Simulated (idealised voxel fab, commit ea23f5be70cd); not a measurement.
Title: Process Module voxel tone inversion
Cross-section cut: width 220 nm, square cells of 5 nm.
Cross-section = grid of square cells, listed top down in bands; band = one or more rows. First you get the band's top height and its bottom height, in nm, and then the materials it's made of, left to right, with each width in nm. If you see a single material with "edge to edge", that one covers the band edge to edge. "blank" is empty space. Convention: height 0 is the level below which the wafer, as received, is all one material. The lowest band does not terminate at the bottom but continues downward, represented as "from 0 down". The width entry "30 to 40" should be interpreted row by row: the top row of cells in the band takes the first number, the bottom row takes the second number, and the change between adjacent rows is uniform throughout. Where a step carries "no change occurred", the cross-section came out of it unchanged, cell for cell. So "Enclosed empty spaces" is basically the list of trapped voids: any empty space of 8 cells or more that can't reach the top through an opening. They're written width x height at distance, the distance being from the left edge, and it's all nm. On each step's line, the part that comes after the settings is the simulator's own comment on the step. overlay nm: step with mask; distance mask lay right of planned place; negative value = left of planned place.

### Process steps (planned)
1) RECEIVE (material Si)
2) CONFORMAL_DEP (material SiCN; thk nm 10)
3) DIRECTIONAL_DEP (material aC; thk nm 15)
4) PATTERN (tone cover; mask id POSTS; material resist; width nm 25; pitch nm 55; thk nm 25; overlay nm 0)
5) DIRECTIONAL_ETCH (etch materials aC; depth nm 15)
6) STRIP (etch materials resist)
7) FILL_DEP (material lowk; thk nm 5)
8) CMP (height nm 25)
9) STRIP (etch materials aC)
10) CONFORMAL_DEP (material TiN; thk nm 5)
11) FILL_DEP (material Ru; thk nm 10)
12) CMP (height nm 25)
13) CONFORMAL_DEP (material SiN; thk nm 5)

### Cross-section of the wafer at receipt, which is the condition after step 1
  from 0 down  Si edge to edge
  Enclosed empty spaces: none

### Wafer at module end, in section. Began as above, planned as above, run with one mistake
  from 30 to 25  SiN edge to edge
  from 25 to 15  SiCN edge to edge
  from 15 to 0  aC edge to edge
  from 0 down  Si edge to edge
  Enclosed empty spaces: none
Finding, execution versus plan: mixed up steps 2 and 3 - ran each in the other's place
